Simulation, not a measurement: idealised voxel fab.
Name of the process module below: voxel gate over fins
Square cells of 5 nm make up the cross-section cut, whose width is 170 nm.
Think of the cross-section as a grid of square cells. We describe it in bands, top to bottom, and each band covers one or more rows of those cells.
Band: top height; bottom height; in nm. Then, left to right: material with width in nm, for each material. "full width": a single material spanning edge to edge. "blank": empty space.
Where do heights start? At 0: under that level the wafer as delivered is made of one material only. And the lowest band has no floor; it just carries on downward, as in "from 0 down".
A width such as "30->40" changes by the same amount from each row of cells to the next, from the band's top row to its bottom row.
Reading "changes: none" for a step: not a cell of the cross-section changed in it.
In the "Enclosed internal voids" entry, you get each enclosed empty space of 8 cells or more, one with no open way to the top, written width x height at distance, distance from the left edge, in nm.
That trailing text on a step's line, after the settings, is the simulator's own remark on the step.
The "overlay nm" setting may appear on a step's line; for a step that uses a mask, it gives how far to the right of its planned position the mask lay, and a negative value indicates the left.
[Steps in the process plan]
1: RECEIVE: material Si
2: CONFORMAL_DEP: material SiN, thk nm 5
3: DIRECTIONAL_DEP: material aC, thk nm 15
4: PATTERN: tone cover, mask id FINS, material resist, width nm 15, pitch nm 50, thk nm 30, overlay nm 0
5: DIRECTIONAL_ETCH: etch materials aC, depth nm 15
6: STRIP: etch materials resist
7: DIRECTIONAL_ETCH: etch materials SiN, depth nm 5
8: DIRECTIONAL_ETCH: etch materials Si, depth nm 30
9: STRIP: etch materials aC
10: FILL_DEP: material SiO2, thk nm 5
11: CMP: height nm 5
12: DIRECTIONAL_DEP: material aC, thk nm 10
13: PATTERN: tone open, mask id RAIL, material resist, width nm 15, thk nm 30, overlay nm 0
14: DIRECTIONAL_ETCH: etch materials aC, depth nm 10
15: STRIP: etch materials resist
16: DIRECTIONAL_ETCH: etch materials SiO2, depth nm 30
17: STRIP: etch materials aC
18: CONFORMAL_DEP: material TiN, thk nm 5
19: FILL_DEP: material W, thk nm 5
20: CMP: height nm 5
21: SELECTIVE_ETCH: etch materials W Ru TiN, depth nm 25
22: FILL_DEP: material SiO2, thk nm 5
23: CMP: height nm 5
24: SELECTIVE_ETCH: etch materials SiO2, depth nm 20
25: STRIP: etch materials SiN
26: CONFORMAL_DEP: material HfO2, thk nm 5
27: CONFORMAL_DEP: material TiN, thk nm 5
28: FILL_DEP: material W, thk nm 10
29: CMP: height nm 15
30: CONFORMAL_DEP: material SiN, thk nm 10
[Incoming wafer, cross-sectional view, post step 1]
    from 0 down: Si full width
    Enclosed internal voids: none
[The following cross-section depicts the wafer upon conclusion of the module. Processing commenced from the starting condition illustrated above and adhered to the plan illustrated above, save for one mistake in execution]
    from 25 to 15: SiN full width
    from 15 to 10: W full width
    from 10 to 5: TiN full width
    from 5 to 0: HfO2: 55  TiN: 5  HfO2: 45  TiN: 5  HfO2: 60
    from 0 to -10: Si: 50  HfO2: 5  TiN: 5  HfO2: 5  Si: 35  HfO2: 5  TiN: 5  HfO2: 5  Si: 55
    from -10 to -15: Si: 50  HfO2: 15  Si: 35  HfO2: 15  Si: 55
    from -15 to -30: Si: 50  SiO2: 15  Si: 35  SiO2: 15  Si: 55
    from -30 down: Si full width
    Enclosed internal voids: none
Here's what went sideways: for step 4, the planned setting was not used; the step was instead run as PATTERN: tone open, mask id FINS, material resist, width nm 15, pitch nm 50, thk nm 30, overlay nm 0
